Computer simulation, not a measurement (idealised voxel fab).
process module | voxel transistor to metal
cross-section cut | 275 nm wide | cells 5 nm
A cross-section is a grid of square cells, given in bands from the top down. A band is one or more rows of cells.
Each band's line starts with the height of the band's top and of its bottom, in nm. Then come its materials from left to right, each with its width in nm. One material with "throughout" fills the band from edge to edge. "air" is empty space.
Height 0 is the level under which the wafer as received is all one material. The lowest band goes on downwards, as in "0 down".
A width such as "30 to 40" changes by the same amount from each row of cells to the next, from the band's top row to its bottom row.
"no change" after a step means that no cell of the cross-section changed.
closed voids: empty space of 8 cells or more with no open way to the top, each as width x height at its distance from the left edge, in nm
after a step's settings: what the simulator itself notes on the step
overlay nm, on a step with a mask: how far to the right of its planned place the mask lay; to the left if negative
plan
1 op RECEIVE | material Si
2 op CONFORMAL_DEP | material SiO2 | thk nm 5
3 op CONFORMAL_DEP | material SiN | thk nm 10
4 op PATTERN | tone cover | mask id ACTIVE | material resist | width nm 105 | pitch nm 125 | thk nm 20 | overlay nm 0
5 op DIRECTIONAL_ETCH | etch materials SiN | depth nm 10
6 op DIRECTIONAL_ETCH | etch materials SiO2 | depth nm 5
7 op DIRECTIONAL_ETCH | etch materials Si | depth nm 30
8 op STRIP | etch materials resist
9 op FILL_DEP | material SiO2 | thk nm 15
10 op CMP | height nm 15
11 op SELECTIVE_ETCH | etch materials SiO2 | depth nm 5
12 op STRIP | etch materials SiN
13 op SELECTIVE_ETCH | etch materials SiO2 | depth nm 5
14 op OXIDIZE | depth nm 5
15 op DIRECTIONAL_DEP | material polySi | thk nm 20
16 op DIRECTIONAL_DEP | material SiCN | thk nm 10
17 op PATTERN | tone cover | mask id GATE | material resist | width nm 25 | pitch nm 125 | thk nm 20 | overlay nm 0
18 op DIRECTIONAL_ETCH | etch materials SiCN | depth nm 20
19 op DIRECTIONAL_ETCH | etch materials polySi | depth nm 30
20 op STRIP | etch materials resist
21 op CONFORMAL_DEP | material SiN | thk nm 10
22 op DIRECTIONAL_ETCH | etch materials SiN | depth nm 10
23 op DIRECTIONAL_ETCH | etch materials SiO2 | depth nm 5
24 op DIRECTIONAL_ETCH | etch materials Si | depth nm 10
25 op EPI | material SiGe | thk nm 15
26 op FILL_DEP | material SiO2 | thk nm 5
27 op CMP | height nm 30
28 op DIRECTIONAL_DEP | material SiO2 | thk nm 15
29 op DIRECTIONAL_DEP | material aC | thk nm 10
30 op PATTERN | tone open | mask id CONTACT | material resist | width nm 30 | thk nm 25 | overlay nm 0
31 op DIRECTIONAL_ETCH | etch materials aC | depth nm 10
32 op STRIP | etch materials resist
33 op DIRECTIONAL_ETCH | etch materials SiO2 | depth nm 35
34 op STRIP | etch materials aC
35 op CONFORMAL_DEP | material TiN | thk nm 5
36 op FILL_DEP | material W | thk nm 5
37 op CMP | height nm 45
38 op CONFORMAL_DEP | material SiCN | thk nm 5
39 op DIRECTIONAL_DEP | material lowk | thk nm 15
40 op MASKED_ETCH | tone open | mask id METAL_1 | width nm 20 | etch materials lowk | depth nm 15 | overlay nm 0
41 op MASKED_ETCH | tone open | mask id METAL_1 | width nm 20 | etch materials SiCN | depth nm 5 | overlay nm 0
42 op CONFORMAL_DEP | material TiN | thk nm 5
43 op FILL_DEP | material Ru | thk nm 5
44 op CMP | height nm 65
45 op CONFORMAL_DEP | material SiN | thk nm 5
first wafer, as planned
as received, after step 1
  0 down: Si throughout
  closed voids: none
after step 2
  5 to 0: SiO2 throughout
  below 0: unchanged
after step 3
  15 to 5: SiN throughout
  below 5: unchanged
after step 4
  35 to 15: air 20 | resist 105 | air 20 | resist 105 | air 25
  below 15: unchanged
after step 5
  35 to 15: air 20 | resist 105 | air 20 | resist 105 | air 25
  15 to 5: air 20 | SiN 105 | air 20 | SiN 105 | air 25
  below 5: unchanged
after step 6
  35 to 15: air 20 | resist 105 | air 20 | resist 105 | air 25
  15 to 5: air 20 | SiN 105 | air 20 | SiN 105 | air 25
  5 to 0: air 20 | SiO2 105 | air 20 | SiO2 105 | air 25
  below 0: unchanged
after step 7
  35 to 15: air 20 | resist 105 | air 20 | resist 105 | air 25
  15 to 5: air 20 | SiN 105 | air 20 | SiN 105 | air 25
  5 to 0: air 20 | SiO2 105 | air 20 | SiO2 105 | air 25
  0 to -30: air 20 | Si 105 | air 20 | Si 105 | air 25
  below -30: unchanged
after step 8
  15 to 5: air 20 | SiN 105 | air 20 | SiN 105 | air 25
  below 5: unchanged
after step 9
  30 to 15: SiO2 throughout
  15 to 5: SiO2 20 | SiN 105 | SiO2 20 | SiN 105 | SiO2 25
  5 to 0: SiO2 throughout
  0 to -30: SiO2 20 | Si 105 | SiO2 20 | Si 105 | SiO2 25
  below -30: unchanged
after step 10
  15 to 5: SiO2 20 | SiN 105 | SiO2 20 | SiN 105 | SiO2 25
  below 5: unchanged
after step 11
  15 to 10: air 20 | SiN 105 | air 20 | SiN 105 | air 25
  below 10: unchanged
after step 12
  10 to 5: SiO2 20 | air 105 | SiO2 20 | air 105 | SiO2 25
  below 5: unchanged
after step 13
  5 to 0: SiO2 15 | air 115 | SiO2 10 | air 115 | SiO2 20
  below 0: unchanged
after step 14
  5 to 0: SiO2 15 | air 115 | SiO2 10 | air 115 | SiO2 20
  0 to -5: SiO2 throughout
  below -5: unchanged
after step 15
  25 to 20: polySi 15 | air 115 | polySi 10 | air 115 | polySi 20
  20 to 5: polySi throughout
  5 to 0: SiO2 15 | polySi 115 | SiO2 10 | polySi 115 | SiO2 20
  below 0: unchanged
after step 16
  35 to 30: SiCN 15 | air 115 | SiCN 10 | air 115 | SiCN 20
  30 to 25: SiCN throughout
  25 to 20: polySi 15 | SiCN 115 | polySi 10 | SiCN 115 | polySi 20
  below 20: unchanged
after step 17
  55 to 35: air 60 | resist 25 | air 100 | resist 25 | air 65
  35 to 30: SiCN 15 | air 45 | resist 25 | air 45 | SiCN 10 | air 45 | resist 25 | air 45 | SiCN 20
  below 30: unchanged
after step 18
  55 to 30: air 60 | resist 25 | air 100 | resist 25 | air 65
  30 to 25: air 60 | SiCN 25 | air 100 | SiCN 25 | air 65
  25 to 20: polySi 15 | air 45 | SiCN 25 | air 45 | polySi 10 | air 45 | SiCN 25 | air 45 | polySi 20
  below 20: unchanged
after step 19
  55 to 30: air 60 | resist 25 | air 100 | resist 25 | air 65
  30 to 20: air 60 | SiCN 25 | air 100 | SiCN 25 | air 65
  20 to 5: air 60 | polySi 25 | air 100 | polySi 25 | air 65
  5 to 0: SiO2 15 | air 45 | polySi 25 | air 45 | SiO2 10 | air 45 | polySi 25 | air 45 | SiO2 20
  below 0: unchanged
after step 20
  30 to 20: air 60 | SiCN 25 | air 100 | SiCN 25 | air 65
  below 20: unchanged
after step 21
  40 to 30: air 50 | SiN 45 | air 80 | SiN 45 | air 55
  30 to 20: air 50 | SiN 10 | SiCN 25 | SiN 10 | air 80 | SiN 10 | SiCN 25 | SiN 10 | air 55
  20 to 15: air 50 | SiN 10 | polySi 25 | SiN 10 | air 80 | SiN 10 | polySi 25 | SiN 10 | air 55
  15 to 10: SiN 25 | air 25 | SiN 10 | polySi 25 | SiN 10 | air 25 | SiN 30 | air 25 | SiN 10 | polySi 25 | SiN 10 | air 25 | SiN 30
  10 to 5: SiN 60 | polySi 25 | SiN 100 | polySi 25 | SiN 65
  5 to 0: SiO2 15 | SiN 45 | polySi 25 | SiN 45 | SiO2 10 | SiN 45 | polySi 25 | SiN 45 | SiO2 20
  below 0: unchanged
after step 22
  30 to 20: air 50 | SiN 10 | SiCN 25 | SiN 10 | air 80 | SiN 10 | SiCN 25 | SiN 10 | air 55
  20 to 5: air 50 | SiN 10 | polySi 25 | SiN 10 | air 80 | SiN 10 | polySi 25 | SiN 10 | air 55
  5 to 0: SiO2 15 | SiN 10 | air 25 | SiN 10 | polySi 25 | SiN 10 | air 25 | SiN 10 | SiO2 10 | SiN 10 | air 25 | SiN 10 | polySi 25 | SiN 10 | air 25 | SiN 10 | SiO2 20
  below 0: unchanged
after step 23
  30 to 20: air 50 | SiN 10 | SiCN 25 | SiN 10 | air 80 | SiN 10 | SiCN 25 | SiN 10 | air 55
  20 to 5: air 50 | SiN 10 | polySi 25 | SiN 10 | air 80 | SiN 10 | polySi 25 | SiN 10 | air 55
  5 to 0: air 15 | SiN 10 | air 25 | SiN 10 | polySi 25 | SiN 10 | air 25 | SiN 10 | air 10 | SiN 10 | air 25 | SiN 10 | polySi 25 | SiN 10 | air 25 | SiN 10 | air 20
  0 to -5: SiO2 25 | air 25 | SiO2 45 | air 25 | SiO2 30 | air 25 | SiO2 45 | air 25 | SiO2 30
  below -5: unchanged
after step 24
  30 to 20: air 50 | SiN 10 | SiCN 25 | SiN 10 | air 80 | SiN 10 | SiCN 25 | SiN 10 | air 55
  20 to 5: air 50 | SiN 10 | polySi 25 | SiN 10 | air 80 | SiN 10 | polySi 25 | SiN 10 | air 55
  5 to 0: air 15 | SiN 10 | air 25 | SiN 10 | polySi 25 | SiN 10 | air 25 | SiN 10 | air 10 | SiN 10 | air 25 | SiN 10 | polySi 25 | SiN 10 | air 25 | SiN 10 | air 20
  0 to -5: SiO2 25 | air 25 | SiO2 45 | air 25 | SiO2 30 | air 25 | SiO2 45 | air 25 | SiO2 30
  -5 to -15: SiO2 20 | Si 5 | air 25 | Si 45 | air 25 | Si 5 | SiO2 20 | Si 5 | air 25 | Si 45 | air 25 | Si 5 | SiO2 25
  below -15: unchanged
after step 25
  30 to 20: air 50 | SiN 10 | SiCN 25 | SiN 10 | air 80 | SiN 10 | SiCN 25 | SiN 10 | air 55
  20 to 10: air 50 | SiN 10 | polySi 25 | SiN 10 | air 80 | SiN 10 | polySi 25 | SiN 10 | air 55
  10 to 5: air 20 | SiGe 30 | SiN 10 | polySi 25 | SiN 10 | SiGe 30 | air 20 | SiGe 30 | SiN 10 | polySi 25 | SiN 10 | SiGe 30 | air 25
  5 to 0: air 15 | SiN 10 | SiGe 25 | SiN 10 | polySi 25 | SiN 10 | SiGe 25 | SiN 10 | air 10 | SiN 10 | SiGe 25 | SiN 10 | polySi 25 | SiN 10 | SiGe 25 | SiN 10 | air 20
  0 to -5: SiO2 25 | SiGe 25 | SiO2 45 | SiGe 25 | SiO2 30 | SiGe 25 | SiO2 45 | SiGe 25 | SiO2 30
  -5 to -15: SiO2 20 | Si 5 | SiGe 25 | Si 45 | SiGe 25 | Si 5 | SiO2 20 | Si 5 | SiGe 25 | Si 45 | SiGe 25 | Si 5 | SiO2 25
  below -15: unchanged
after step 26
  35 to 30: SiO2 throughout
  30 to 20: SiO2 50 | SiN 10 | SiCN 25 | SiN 10 | SiO2 80 | SiN 10 | SiCN 25 | SiN 10 | SiO2 55
  20 to 10: SiO2 50 | SiN 10 | polySi 25 | SiN 10 | SiO2 80 | SiN 10 | polySi 25 | SiN 10 | SiO2 55
  10 to 5: SiO2 20 | SiGe 30 | SiN 10 | polySi 25 | SiN 10 | SiGe 30 | SiO2 20 | SiGe 30 | SiN 10 | polySi 25 | SiN 10 | SiGe 30 | SiO2 25
  5 to 0: SiO2 15 | SiN 10 | SiGe 25 | SiN 10 | polySi 25 | SiN 10 | SiGe 25 | SiN 10 | SiO2 10 | SiN 10 | SiGe 25 | SiN 10 | polySi 25 | SiN 10 | SiGe 25 | SiN 10 | SiO2 20
  below 0: unchanged
after step 27
  30 to 20: SiO2 50 | SiN 10 | SiCN 25 | SiN 10 | SiO2 80 | SiN 10 | SiCN 25 | SiN 10 | SiO2 55
  below 20: unchanged
after step 28
  45 to 30: SiO2 throughout
  below 30: unchanged
after step 29
  55 to 45: aC throughout
  below 45: unchanged
after step 30
  80 to 55: resist 25 | air 30 | resist 35 | air 30 | resist 30 | air 30 | resist 35 | air 30 | resist 30
  below 55: unchanged
after step 31
  70 to 55: resist 25 | air 30 | resist 35 | air 30 | resist 30 | air 30 | resist 35 | air 30 | resist 30
  55 to 45: aC 25 | air 30 | aC 35 | air 30 | aC 30 | air 30 | aC 35 | air 30 | aC 30
  below 45: unchanged
after step 32
  55 to 45: aC 25 | air 30 | aC 35 | air 30 | aC 30 | air 30 | aC 35 | air 30 | aC 30
  below 45: unchanged
after step 33
  55 to 45: aC 25 | air 30 | aC 35 | air 30 | aC 30 | air 30 | aC 35 | air 30 | aC 30
  45 to 30: SiO2 25 | air 30 | SiO2 35 | air 30 | SiO2 30 | air 30 | SiO2 35 | air 30 | SiO2 30
  30 to 20: SiO2 25 | air 25 | SiN 10 | SiCN 25 | SiN 10 | air 25 | SiO2 30 | air 25 | SiN 10 | SiCN 25 | SiN 10 | air 25 | SiO2 30
  20 to 10: SiO2 25 | air 25 | SiN 10 | polySi 25 | SiN 10 | air 25 | SiO2 30 | air 25 | SiN 10 | polySi 25 | SiN 10 | air 25 | SiO2 30
  below 10: unchanged
after step 34
  45 to 30: SiO2 25 | air 30 | SiO2 35 | air 30 | SiO2 30 | air 30 | SiO2 35 | air 30 | SiO2 30
  below 30: unchanged
after step 35
  50 to 45: TiN 30 | air 20 | TiN 45 | air 20 | TiN 40 | air 20 | TiN 45 | air 20 | TiN 35
  45 to 35: SiO2 25 | TiN 5 | air 20 | TiN 5 | SiO2 35 | TiN 5 | air 20 | TiN 5 | SiO2 30 | TiN 5 | air 20 | TiN 5 | SiO2 35 | TiN 5 | air 20 | TiN 5 | SiO2 30
  35 to 30: SiO2 25 | TiN 5 | air 15 | TiN 10 | SiO2 35 | TiN 10 | air 15 | TiN 5 | SiO2 30 | TiN 5 | air 15 | TiN 10 | SiO2 35 | TiN 10 | air 15 | TiN 5 | SiO2 30
  30 to 20: SiO2 25 | TiN 5 | air 15 | TiN 5 | SiN 10 | SiCN 25 | SiN 10 | TiN 5 | air 15 | TiN 5 | SiO2 30 | TiN 5 | air 15 | TiN 5 | SiN 10 | SiCN 25 | SiN 10 | TiN 5 | air 15 | TiN 5 | SiO2 30
  20 to 15: SiO2 25 | TiN 5 | air 15 | TiN 5 | SiN 10 | polySi 25 | SiN 10 | TiN 5 | air 15 | TiN 5 | SiO2 30 | TiN 5 | air 15 | TiN 5 | SiN 10 | polySi 25 | SiN 10 | TiN 5 | air 15 | TiN 5 | SiO2 30
  15 to 10: SiO2 25 | TiN 25 | SiN 10 | polySi 25 | SiN 10 | TiN 25 | SiO2 30 | TiN 25 | SiN 10 | polySi 25 | SiN 10 | TiN 25 | SiO2 30
  below 10: unchanged
after step 36
  55 to 50: W throughout
  50 to 45: TiN 30 | W 20 | TiN 45 | W 20 | TiN 40 | W 20 | TiN 45 | W 20 | TiN 35
  45 to 35: SiO2 25 | TiN 5 | W 20 | TiN 5 | SiO2 35 | TiN 5 | W 20 | TiN 5 | SiO2 30 | TiN 5 | W 20 | TiN 5 | SiO2 35 | TiN 5 | W 20 | TiN 5 | SiO2 30
  35 to 30: SiO2 25 | TiN 5 | W 15 | TiN 10 | SiO2 35 | TiN 10 | W 15 | TiN 5 | SiO2 30 | TiN 5 | W 15 | TiN 10 | SiO2 35 | TiN 10 | W 15 | TiN 5 | SiO2 30
  30 to 20: SiO2 25 | TiN 5 | W 15 | TiN 5 | SiN 10 | SiCN 25 | SiN 10 | TiN 5 | W 15 | TiN 5 | SiO2 30 | TiN 5 | W 15 | TiN 5 | SiN 10 | SiCN 25 | SiN 10 | TiN 5 | W 15 | TiN 5 | SiO2 30
  20 to 15: SiO2 25 | TiN 5 | W 15 | TiN 5 | SiN 10 | polySi 25 | SiN 10 | TiN 5 | W 15 | TiN 5 | SiO2 30 | TiN 5 | W 15 | TiN 5 | SiN 10 | polySi 25 | SiN 10 | TiN 5 | W 15 | TiN 5 | SiO2 30
  below 15: unchanged
after step 37
  45 to 35: SiO2 25 | TiN 5 | W 20 | TiN 5 | SiO2 35 | TiN 5 | W 20 | TiN 5 | SiO2 30 | TiN 5 | W 20 | TiN 5 | SiO2 35 | TiN 5 | W 20 | TiN 5 | SiO2 30
  below 35: unchanged
after step 38
  50 to 45: SiCN throughout
  below 45: unchanged
after step 39
  65 to 50: lowk throughout
  below 50: unchanged
after step 40
  65 to 50: lowk 25 | air 20 | lowk 55 | air 20 | lowk 30 | air 20 | lowk 55 | air 20 | lowk 30
  below 50: unchanged
after step 41
  65 to 50: lowk 25 | air 20 | lowk 55 | air 20 | lowk 30 | air 20 | lowk 55 | air 20 | lowk 30
  50 to 45: SiCN 25 | air 20 | SiCN 55 | air 20 | SiCN 30 | air 20 | SiCN 55 | air 20 | SiCN 30
  below 45: unchanged
after step 42
  70 to 65: TiN 30 | air 10 | TiN 65 | air 10 | TiN 40 | air 10 | TiN 65 | air 10 | TiN 35
  65 to 50: lowk 25 | TiN 5 | air 10 | TiN 5 | lowk 55 | TiN 5 | air 10 | TiN 5 | lowk 30 | TiN 5 | air 10 | TiN 5 | lowk 55 | TiN 5 | air 10 | TiN 5 | lowk 30
  50 to 45: SiCN 25 | TiN 20 | SiCN 55 | TiN 20 | SiCN 30 | TiN 20 | SiCN 55 | TiN 20 | SiCN 30
  below 45: unchanged
after step 43
  75 to 70: Ru throughout
  70 to 65: TiN 30 | Ru 10 | TiN 65 | Ru 10 | TiN 40 | Ru 10 | TiN 65 | Ru 10 | TiN 35
  65 to 50: lowk 25 | TiN 5 | Ru 10 | TiN 5 | lowk 55 | TiN 5 | Ru 10 | TiN 5 | lowk 30 | TiN 5 | Ru 10 | TiN 5 | lowk 55 | TiN 5 | Ru 10 | TiN 5 | lowk 30
  below 50: unchanged
after step 44
  65 to 50: lowk 25 | TiN 5 | Ru 10 | TiN 5 | lowk 55 | TiN 5 | Ru 10 | TiN 5 | lowk 30 | TiN 5 | Ru 10 | TiN 5 | lowk 55 | TiN 5 | Ru 10 | TiN 5 | lowk 30
  below 50: unchanged
after step 45
  70 to 65: SiN throughout
  below 65: unchanged
second wafer: like start, like plan, one mistake. Through step 27 it matches the first wafer
when step 28 should have ended
  60 to 30: SiO2 throughout
  below 30: unchanged
when step 29 should have ended
  70 to 60: aC throughout
  below 60: unchanged
when step 30 should have ended
  95 to 70: resist 25 | air 30 | resist 35 | air 30 | resist 30 | air 30 | resist 35 | air 30 | resist 30
  below 70: unchanged
when step 31 should have ended
  85 to 70: resist 25 | air 30 | resist 35 | air 30 | resist 30 | air 30 | resist 35 | air 30 | resist 30
  70 to 60: aC 25 | air 30 | aC 35 | air 30 | aC 30 | air 30 | aC 35 | air 30 | aC 30
  below 60: unchanged
when step 32 should have ended
  70 to 60: aC 25 | air 30 | aC 35 | air 30 | aC 30 | air 30 | aC 35 | air 30 | aC 30
  below 60: unchanged
when step 33 should have ended
  70 to 60: aC 25 | air 30 | aC 35 | air 30 | aC 30 | air 30 | aC 35 | air 30 | aC 30
  60 to 30: SiO2 25 | air 30 | SiO2 35 | air 30 | SiO2 30 | air 30 | SiO2 35 | air 30 | SiO2 30
  30 to 25: SiO2 25 | air 25 | SiN 10 | SiCN 25 | SiN 10 | air 25 | SiO2 30 | air 25 | SiN 10 | SiCN 25 | SiN 10 | air 25 | SiO2 30
  below 25: unchanged
when step 34 should have ended
  60 to 30: SiO2 25 | air 30 | SiO2 35 | air 30 | SiO2 30 | air 30 | SiO2 35 | air 30 | SiO2 30
  below 30: unchanged
when step 35 should have ended
  65 to 60: TiN 30 | air 20 | TiN 45 | air 20 | TiN 40 | air 20 | TiN 45 | air 20 | TiN 35
  60 to 35: SiO2 25 | TiN 5 | air 20 | TiN 5 | SiO2 35 | TiN 5 | air 20 | TiN 5 | SiO2 30 | TiN 5 | air 20 | TiN 5 | SiO2 35 | TiN 5 | air 20 | TiN 5 | SiO2 30
  35 to 30: SiO2 25 | TiN 5 | air 15 | TiN 10 | SiO2 35 | TiN 10 | air 15 | TiN 5 | SiO2 30 | TiN 5 | air 15 | TiN 10 | SiO2 35 | TiN 10 | air 15 | TiN 5 | SiO2 30
  30 to 25: SiO2 25 | TiN 25 | SiN 10 | SiCN 25 | SiN 10 | TiN 25 | SiO2 30 | TiN 25 | SiN 10 | SiCN 25 | SiN 10 | TiN 25 | SiO2 30
  below 25: unchanged
when step 36 should have ended
  70 to 65: W throughout
  65 to 60: TiN 30 | W 20 | TiN 45 | W 20 | TiN 40 | W 20 | TiN 45 | W 20 | TiN 35
  60 to 35: SiO2 25 | TiN 5 | W 20 | TiN 5 | SiO2 35 | TiN 5 | W 20 | TiN 5 | SiO2 30 | TiN 5 | W 20 | TiN 5 | SiO2 35 | TiN 5 | W 20 | TiN 5 | SiO2 30
  35 to 30: SiO2 25 | TiN 5 | W 15 | TiN 10 | SiO2 35 | TiN 10 | W 15 | TiN 5 | SiO2 30 | TiN 5 | W 15 | TiN 10 | SiO2 35 | TiN 10 | W 15 | TiN 5 | SiO2 30
  below 30: unchanged
when step 37 should have ended
  45 to 35: SiO2 25 | TiN 5 | W 20 | TiN 5 | SiO2 35 | TiN 5 | W 20 | TiN 5 | SiO2 30 | TiN 5 | W 20 | TiN 5 | SiO2 35 | TiN 5 | W 20 | TiN 5 | SiO2 30
  below 35: unchanged
when step 38 should have ended
  50 to 45: SiCN throughout
  below 45: unchanged
when step 39 should have ended
  65 to 50: lowk throughout
  below 50: unchanged
when step 40 should have ended
  65 to 50: lowk 25 | air 20 | lowk 55 | air 20 | lowk 30 | air 20 | lowk 55 | air 20 | lowk 30
  below 50: unchanged
when step 41 should have ended
  65 to 50: lowk 25 | air 20 | lowk 55 | air 20 | lowk 30 | air 20 | lowk 55 | air 20 | lowk 30
  50 to 45: SiCN 25 | air 20 | SiCN 55 | air 20 | SiCN 30 | air 20 | SiCN 55 | air 20 | SiCN 30
  below 45: unchanged
when step 42 should have ended
  70 to 65: TiN 30 | air 10 | TiN 65 | air 10 | TiN 40 | air 10 | TiN 65 | air 10 | TiN 35
  65 to 50: lowk 25 | TiN 5 | air 10 | TiN 5 | lowk 55 | TiN 5 | air 10 | TiN 5 | lowk 30 | TiN 5 | air 10 | TiN 5 | lowk 55 | TiN 5 | air 10 | TiN 5 | lowk 30
  50 to 45: SiCN 25 | TiN 20 | SiCN 55 | TiN 20 | SiCN 30 | TiN 20 | SiCN 55 | TiN 20 | SiCN 30
  below 45: unchanged
when step 43 should have ended
  75 to 70: Ru throughout
  70 to 65: TiN 30 | Ru 10 | TiN 65 | Ru 10 | TiN 40 | Ru 10 | TiN 65 | Ru 10 | TiN 35
  65 to 50: lowk 25 | TiN 5 | Ru 10 | TiN 5 | lowk 55 | TiN 5 | Ru 10 | TiN 5 | lowk 30 | TiN 5 | Ru 10 | TiN 5 | lowk 55 | TiN 5 | Ru 10 | TiN 5 | lowk 30
  below 50: unchanged
when step 44 should have ended
  65 to 50: lowk 25 | TiN 5 | Ru 10 | TiN 5 | lowk 55 | TiN 5 | Ru 10 | TiN 5 | lowk 30 | TiN 5 | Ru 10 | TiN 5 | lowk 55 | TiN 5 | Ru 10 | TiN 5 | lowk 30
  below 50: unchanged
when step 45 should have ended
  70 to 65: SiN throughout
  below 65: unchanged
what went wrong: step 28 was run twice
at the end the second wafer has, in cells: 60 more of SiO2 | 24 fewer of TiN | 36 fewer of W
